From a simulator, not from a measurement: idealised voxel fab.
process module | voxel transistor to metal
cross-section cut | 150 nm wide | cells 5 nm
A cross-section is a grid of square cells, given in bands from the top down. A band is one or more rows of cells.
Each band's line starts with the height of the band's top and of its bottom, in nm. Then come its materials from left to right, each with its width in nm. One material with "throughout" fills the band from edge to edge. "air" is empty space.
Height 0 is the level under which the wafer as received is all one material. The lowest band goes on downwards, as in "0 down".
A width such as "30 to 40" changes by the same amount from each row of cells to the next, from the band's top row to its bottom row.
"no change" after a step means that no cell of the cross-section changed.
closed voids: empty space of 8 cells or more with no open way to the top, each as width x height at its distance from the left edge, in nm
after a step's settings: what the simulator itself notes on the step
overlay nm, on a step with a mask: how far to the right of its planned place the mask lay; to the left if negative
plan
1 op RECEIVE | material Si
2 op OXIDIZE | depth nm 5
3 op CONFORMAL_DEP | material SiN | thk nm 10
4 op MASKED_ETCH | tone cover | mask id ACTIVE | width nm 115 | etch materials SiN | depth nm 10 | overlay nm 0
5 op MASKED_ETCH | tone cover | mask id ACTIVE | width nm 115 | etch materials SiO2 | depth nm 5 | overlay nm 0
6 op MASKED_ETCH | tone cover | mask id ACTIVE | width nm 115 | etch materials Si | depth nm 20 | overlay nm 0
7 op FILL_DEP | material SiO2 | thk nm 15
8 op CMP | height nm 10
9 op SELECTIVE_ETCH | etch materials SiO2 | depth nm 5
10 op STRIP | etch materials SiN
11 op SELECTIVE_ETCH | etch materials SiO2 | depth nm 5
12 op OXIDIZE | depth nm 5
13 op DIRECTIONAL_DEP | material polySi | thk nm 30
14 op DIRECTIONAL_DEP | material SiCN | thk nm 15
15 op MASKED_ETCH | tone cover | mask id GATE | width nm 35 | etch materials SiCN | depth nm 25 | overlay nm 0
16 op MASKED_ETCH | tone cover | mask id GATE | width nm 35 | etch materials polySi | depth nm 40 | overlay nm 0
17 op CONFORMAL_DEP | material SiN | thk nm 5
18 op DIRECTIONAL_ETCH | etch materials SiN | depth nm 5
19 op DIRECTIONAL_ETCH | etch materials SiO2 | depth nm 5
20 op DIRECTIONAL_ETCH | etch materials Si | depth nm 5
21 op EPI | material nSi | thk nm 5
22 op FILL_DEP | material SiO2 | thk nm 10
23 op CMP | height nm 25
24 op STRIP | etch materials polySi
25 op SELECTIVE_ETCH | etch materials SiO2 | depth nm 5
26 op CONFORMAL_DEP | material HfO2 | thk nm 5
27 op CONFORMAL_DEP | material TiN | thk nm 5
28 op FILL_DEP | material W | thk nm 5
29 op CMP | height nm 20
30 op DIRECTIONAL_DEP | material SiO2 | thk nm 15
31 op DIRECTIONAL_DEP | material aC | thk nm 15
32 op PATTERN | tone open | mask id CONTACT | material resist | width nm 15 | pitch nm 80 | thk nm 30 | overlay nm 0
33 op DIRECTIONAL_ETCH | etch materials aC | depth nm 15
34 op STRIP | etch materials resist
35 op DIRECTIONAL_ETCH | etch materials SiO2 | depth nm 45
36 op STRIP | etch materials aC
37 op CONFORMAL_DEP | material TiN | thk nm 5
38 op FILL_DEP | material W | thk nm 10
39 op CMP | height nm 35
40 op DIRECTIONAL_DEP | material TiN | thk nm 5
41 op DIRECTIONAL_DEP | material Ru | thk nm 25
42 op PATTERN | tone cover | mask id METAL_1 | material resist | width nm 15 | pitch nm 80 | thk nm 15 | overlay nm 0
43 op DIRECTIONAL_ETCH | etch materials Ru | depth nm 25
44 op DIRECTIONAL_ETCH | etch materials TiN | depth nm 5
45 op STRIP | etch materials resist
46 op FILL_DEP | material lowk | thk nm 10
47 op CMP | height nm 65
48 op CONFORMAL_DEP | material SiN | thk nm 5
as received, after step 1
  0 down: Si throughout
  closed voids: none
first wafer at the end, as planned
  70 to 65: SiN throughout
  65 to 40: lowk 25 | Ru 15 | lowk 65 | Ru 15 | lowk 30
  40 to 35: lowk 25 | TiN 15 | lowk 65 | TiN 15 | lowk 30
  35 to 20: SiO2 25 | TiN 5 | W 5 | TiN 5 | SiO2 65 | TiN 5 | W 5 | TiN 5 | SiO2 30
  20 to 0: SiO2 25 | TiN 5 | W 5 | TiN 5 | SiO2 10 | SiN 5 | HfO2 5 | TiN 5 | W 15 | TiN 5 | HfO2 5 | SiN 5 | SiO2 10 | TiN 5 | W 5 | TiN 5 | SiO2 30
  0 to -5: SiO2 10 | SiN 5 | SiO2 10 | TiN 5 | W 5 | TiN 5 | SiO2 10 | SiN 5 | HfO2 5 | TiN 25 | HfO2 5 | SiN 5 | SiO2 10 | TiN 5 | W 5 | TiN 5 | SiO2 10 | SiN 5 | SiO2 15
  -5 to -10: SiO2 25 | TiN 15 | SiO2 5 | nSi 5 | HfO2 45 | nSi 5 | SiO2 5 | TiN 15 | SiO2 30
  -10 to -15: SiO2 15 | nSi 35 | Si 45 | nSi 35 | SiO2 20
  -15 to -25: SiO2 15 | Si 115 | SiO2 20
  -25 down: Si throughout
  closed voids: none
second wafer at the end: like start, like plan, one mistake
  70 to 65: SiN throughout
  65 to 40: lowk 25 | Ru 15 | lowk 65 | Ru 15 | lowk 30
  40 to 35: lowk 25 | TiN 15 | lowk 65 | TiN 15 | lowk 30
  35 to 20: SiO2 20 | TiN 5 | W 5 | TiN 5 | SiO2 65 | TiN 5 | W 5 | TiN 5 | SiO2 35
  20 to 0: SiO2 20 | TiN 5 | W 5 | TiN 5 | SiO2 15 | SiN 5 | HfO2 5 | TiN 5 | W 15 | TiN 5 | HfO2 5 | SiN 5 | SiO2 5 | TiN 5 | W 5 | TiN 5 | SiO2 35
  0 to -5: SiO2 10 | SiN 5 | SiO2 5 | TiN 5 | W 5 | TiN 5 | SiO2 15 | SiN 5 | HfO2 5 | TiN 25 | HfO2 5 | SiN 5 | SiO2 5 | TiN 5 | W 5 | TiN 5 | SiO2 15 | SiN 5 | SiO2 15
  -5 to -10: SiO2 20 | TiN 15 | SiO2 10 | nSi 5 | HfO2 45 | nSi 5 | TiN 15 | SiO2 35
  -10 to -15: SiO2 15 | nSi 35 | Si 45 | nSi 35 | SiO2 20
  -15 to -25: SiO2 15 | Si 115 | SiO2 20
  -25 down: Si throughout
  closed voids: none
what went wrong: step 32 ran as: op PATTERN | tone open | mask id CONTACT | material resist | width nm 15 | pitch nm 80 | thk nm 30 | overlay nm -5
at the end the second wafer has, in cells: as many of each material as the first, in other places
